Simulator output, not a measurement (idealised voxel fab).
Proc. module: voxel self aligned vias
The width of the displayed cross-section, cut, is 280 nm; its cells are square, with a size of 5 nm.
Reading order for cross-sections: top band down to bottom band. Underlying form: a grid of square cells. Band size: one or more rows of cells. Top height, bottom height, nm. Materials left to right, width each, nm. Single material + "everywhere" = fills band edge to edge. "air" = empty. Where do heights start? At 0: under that level the wafer as delivered is made of one material only. And the lowest band has no floor; it just carries on downward, as in "0 -> down". It should be noted that a width expressed as "30 to 40" varies in equal increments from row to row of cells within the band, taking the value of the first number at the top row and that of the second number at the bottom row. When a step is marked "everything unchanged", none of the cells in the cross-section changed during that step. For the entry "Sealed internal voids", the listed items are empty spaces with no open way to the top whose size is 8 cells or more; each item follows the pattern width x height at distance, where distance is from the left edge and all three are in nm. Heads up: the bit after the settings on a step's line is the simulator's remark on that step. "overlay nm" on a masked step: distance the mask lay right of its planned place, negative for left.

Planned step list for the process:
step 1: RECEIVE, material Si
step 2: CONFORMAL_DEP, material SiO2, thk nm 10
step 3: CONFORMAL_DEP, material SiCN, thk nm 5
step 4: DIRECTIONAL_DEP, material lowk, thk nm 20
step 5: MASKED_ETCH, tone open, mask id LINES, width nm 20, pitch nm 65, etch materials lowk, depth nm 20, overlay nm 0
step 6: CONFORMAL_DEP, material TiN, thk nm 5
step 7: FILL_DEP, material W, thk nm 10
step 8: CMP, height nm 35
step 9: SELECTIVE_ETCH, etch materials W Ru TiN, depth nm 5
step 10: FILL_DEP, material SiN, thk nm 10
step 11: CMP, height nm 35
step 12: DIRECTIONAL_DEP, material lowk, thk nm 20
step 13: PATTERN, tone open, mask id VIAS, material resist, width nm 40, thk nm 15, overlay nm 0
step 14: DIRECTIONAL_ETCH, etch materials lowk, depth nm 20
step 15: DIRECTIONAL_ETCH, etch materials SiN, depth nm 5
step 16: STRIP, etch materials resist
step 17: CONFORMAL_DEP, material TiN, thk nm 5
step 18: FILL_DEP, material Ru, thk nm 5
step 19: CMP, height nm 55
step 20: CONFORMAL_DEP, material SiN, thk nm 5

First of two wafers, with the run carried out as planned:

Cross-section: wafer on arrival = after step 1:
0 -> down  Si everywhere
Sealed internal voids: none

Cross-section of the wafer subsequent to step 2:
10 -> 0  SiO2 everywhere
Below 0, the layers are the same as they were.

Cross-section of the wafer subsequent to step 3:
15 -> 10  SiCN everywhere
Below 10, the layers are the same as they were.

Cross-section of the wafer subsequent to step 4:
35 -> 15  lowk everywhere
Below 15, the layers are the same as they were.

Cross-section of the wafer subsequent to step 5:
35 -> 15  95 lowk; 20 air; 45 lowk; 20 air; 100 lowk
Below 15, the layers are the same as they were.

Cross-section of the wafer subsequent to step 6:
40 -> 35  100 TiN; 10 air; 55 TiN; 10 air; 105 TiN
35 -> 20  95 lowk; 5 TiN; 10 air; 5 TiN; 45 lowk; 5 TiN; 10 air; 5 TiN; 100 lowk
20 -> 15  95 lowk; 20 TiN; 45 lowk; 20 TiN; 100 lowk
Below 15, the layers are the same as they were.

Cross-section of the wafer subsequent to step 7:
50 -> 40  W everywhere
40 -> 35  100 TiN; 10 W; 55 TiN; 10 W; 105 TiN
35 -> 20  95 lowk; 5 TiN; 10 W; 5 TiN; 45 lowk; 5 TiN; 10 W; 5 TiN; 100 lowk
Below 20, the layers are the same as they were.

Cross-section of the wafer subsequent to step 8:
35 -> 20  95 lowk; 5 TiN; 10 W; 5 TiN; 45 lowk; 5 TiN; 10 W; 5 TiN; 100 lowk
Below 20, the layers are the same as they were.

Cross-section of the wafer subsequent to step 9:
35 -> 30  95 lowk; 20 air; 45 lowk; 20 air; 100 lowk
Below 30, the layers are the same as they were.

Cross-section of the wafer subsequent to step 10:
45 -> 35  SiN everywhere
35 -> 30  95 lowk; 20 SiN; 45 lowk; 20 SiN; 100 lowk
Below 30, the layers are the same as they were.

Cross-section of the wafer subsequent to step 11:
35 -> 30  95 lowk; 20 SiN; 45 lowk; 20 SiN; 100 lowk
Below 30, the layers are the same as they were.

Cross-section of the wafer subsequent to step 12:
55 -> 35  lowk everywhere
Below 35, the layers are the same as they were.

Cross-section of the wafer subsequent to step 13:
70 -> 55  85 resist; 40 air; 155 resist
Below 55, the layers are the same as they were.

Cross-section of the wafer subsequent to step 14:
70 -> 55  85 resist; 40 air; 155 resist
55 -> 35  85 lowk; 40 air; 155 lowk
Below 35, the layers are the same as they were.

Cross-section of the wafer subsequent to step 15:
70 -> 55  85 resist; 40 air; 155 resist
55 -> 35  85 lowk; 40 air; 155 lowk
35 -> 30  95 lowk; 20 air; 45 lowk; 20 SiN; 100 lowk
Below 30, the layers are the same as they were.

Cross-section of the wafer subsequent to step 16:
55 -> 35  85 lowk; 40 air; 155 lowk
Below 35, the layers are the same as they were.

Cross-section of the wafer subsequent to step 17:
60 -> 55  90 TiN; 30 air; 160 TiN
55 -> 40  85 lowk; 5 TiN; 30 air; 5 TiN; 155 lowk
40 -> 35  85 lowk; 15 TiN; 10 air; 15 TiN; 155 lowk
35 -> 30  95 lowk; 20 TiN; 45 lowk; 20 SiN; 100 lowk
Below 30, the layers are the same as they were.

Cross-section of the wafer subsequent to step 18:
65 -> 60  Ru everywhere
60 -> 55  90 TiN; 30 Ru; 160 TiN
55 -> 40  85 lowk; 5 TiN; 30 Ru; 5 TiN; 155 lowk
40 -> 35  85 lowk; 15 TiN; 10 Ru; 15 TiN; 155 lowk
Below 35, the layers are the same as they were.

Cross-section of the wafer subsequent to step 19:
55 -> 40  85 lowk; 5 TiN; 30 Ru; 5 TiN; 155 lowk
Below 40, the layers are the same as they were.

Cross-section of the wafer subsequent to step 20:
60 -> 55  SiN everywhere
Below 55, the layers are the same as they were.

The second wafer: identical to the first at the outset and in its planned sequence, differing only in that one mistake was made during processing; up to and including step 12, its path is the first wafer's path:

Second wafer, cross-section, planned end of step 13:
70 -> 55  90 resist; 30 air; 160 resist
Below 55, the layers are the same as they were.

Second wafer, cross-section, planned end of step 14:
70 -> 55  90 resist; 30 air; 160 resist
55 -> 35  90 lowk; 30 air; 160 lowk
Below 35, the layers are the same as they were.

Second wafer, cross-section, planned end of step 15:
70 -> 55  90 resist; 30 air; 160 resist
55 -> 35  90 lowk; 30 air; 160 lowk
35 -> 30  95 lowk; 20 air; 45 lowk; 20 SiN; 100 lowk
Below 30, the layers are the same as they were.

Second wafer, cross-section, planned end of step 16:
55 -> 35  90 lowk; 30 air; 160 lowk
Below 35, the layers are the same as they were.

Second wafer, cross-section, planned end of step 17:
60 -> 55  95 TiN; 20 air; 165 TiN
55 -> 40  90 lowk; 5 TiN; 20 air; 5 TiN; 160 lowk
40 -> 35  90 lowk; 10 TiN; 10 air; 10 TiN; 160 lowk
35 -> 30  95 lowk; 20 TiN; 45 lowk; 20 SiN; 100 lowk
Below 30, the layers are the same as they were.

Second wafer, cross-section, planned end of step 18:
65 -> 60  Ru everywhere
60 -> 55  95 TiN; 20 Ru; 165 TiN
55 -> 40  90 lowk; 5 TiN; 20 Ru; 5 TiN; 160 lowk
40 -> 35  90 lowk; 10 TiN; 10 Ru; 10 TiN; 160 lowk
Below 35, the layers are the same as they were.

Second wafer, cross-section, planned end of step 19:
55 -> 40  90 lowk; 5 TiN; 20 Ru; 5 TiN; 160 lowk
Below 40, the layers are the same as they were.

Second wafer, cross-section, planned end of step 20:
60 -> 55  SiN everywhere
Below 55, the layers are the same as they were.
So what did we get wrong on this run? step 13 did not use the planned setting and instead ran as PATTERN, tone open, mask id VIAS, material resist, width nm 30, thk nm 15, overlay nm 0
Final wafer comparison in cells, second versus first, more or fewer per material: Ru: 6 fewer | TiN: 2 fewer | lowk: 8 more
